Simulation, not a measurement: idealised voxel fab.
process module | voxel plated lines
cross-section cut | 245 nm wide | cells 5 nm
A cross-section is a grid of square cells, given in bands from the top down. A band is one or more rows of cells.
Each band's line starts with the height of the band's top and of its bottom, in nm. Then come its materials from left to right, each with its width in nm. One material with "throughout" fills the band from edge to edge. "air" is empty space.
Height 0 is the level under which the wafer as received is all one material. The lowest band goes on downwards, as in "0 down".
A width such as "30 to 40" changes by the same amount from each row of cells to the next, from the band's top row to its bottom row.
"no change" after a step means that no cell of the cross-section changed.
closed voids: empty space of 8 cells or more with no open way to the top, each as width x height at its distance from the left edge, in nm
after a step's settings: what the simulator itself notes on the step
overlay nm, on a step with a mask: how far to the right of its planned place the mask lay; to the left if negative
plan
1 op RECEIVE | material Si
2 op CONFORMAL_DEP | material SiN | thk nm 15
3 op DIRECTIONAL_DEP | material TiN | thk nm 5
4 op PATTERN | tone open | mask id LINES | material resist | width nm 20 | pitch nm 45 | thk nm 15 | overlay nm 0
5 op EPI | material Ru | thk nm 10
6 op STRIP | etch materials resist
7 op DIRECTIONAL_ETCH | etch materials TiN | depth nm 5
8 op CONFORMAL_DEP | material SiO2 | thk nm 5
as received, after step 1
  0 down: Si throughout
  closed voids: none
first wafer at the end, as planned
  35 to 30: air 40 | SiO2 30 | air 15 | SiO2 30 | air 15 | SiO2 30 | air 15 | SiO2 30 | air 40
  30 to 20: air 40 | SiO2 5 | Ru 20 | SiO2 5 | air 15 | SiO2 5 | Ru 20 | SiO2 5 | air 15 | SiO2 5 | Ru 20 | SiO2 5 | air 15 | SiO2 5 | Ru 20 | SiO2 5 | air 40
  20 to 15: SiO2 45 | TiN 20 | SiO2 25 | TiN 20 | SiO2 25 | TiN 20 | SiO2 25 | TiN 20 | SiO2 45
  15 to 0: SiN throughout
  0 down: Si throughout
  closed voids: none
second wafer at the end: like start, like plan, one mistake
  30 to 20: air 45 | Ru 20 | air 25 | Ru 20 | air 25 | Ru 20 | air 25 | Ru 20 | air 45
  20 to 15: air 45 | TiN 20 | air 25 | TiN 20 | air 25 | TiN 20 | air 25 | TiN 20 | air 45
  15 to 0: SiN throughout
  0 down: Si throughout
  closed voids: none
what went wrong: step 8 was left out
at the end the second wafer has, in cells: 73 fewer of SiO2
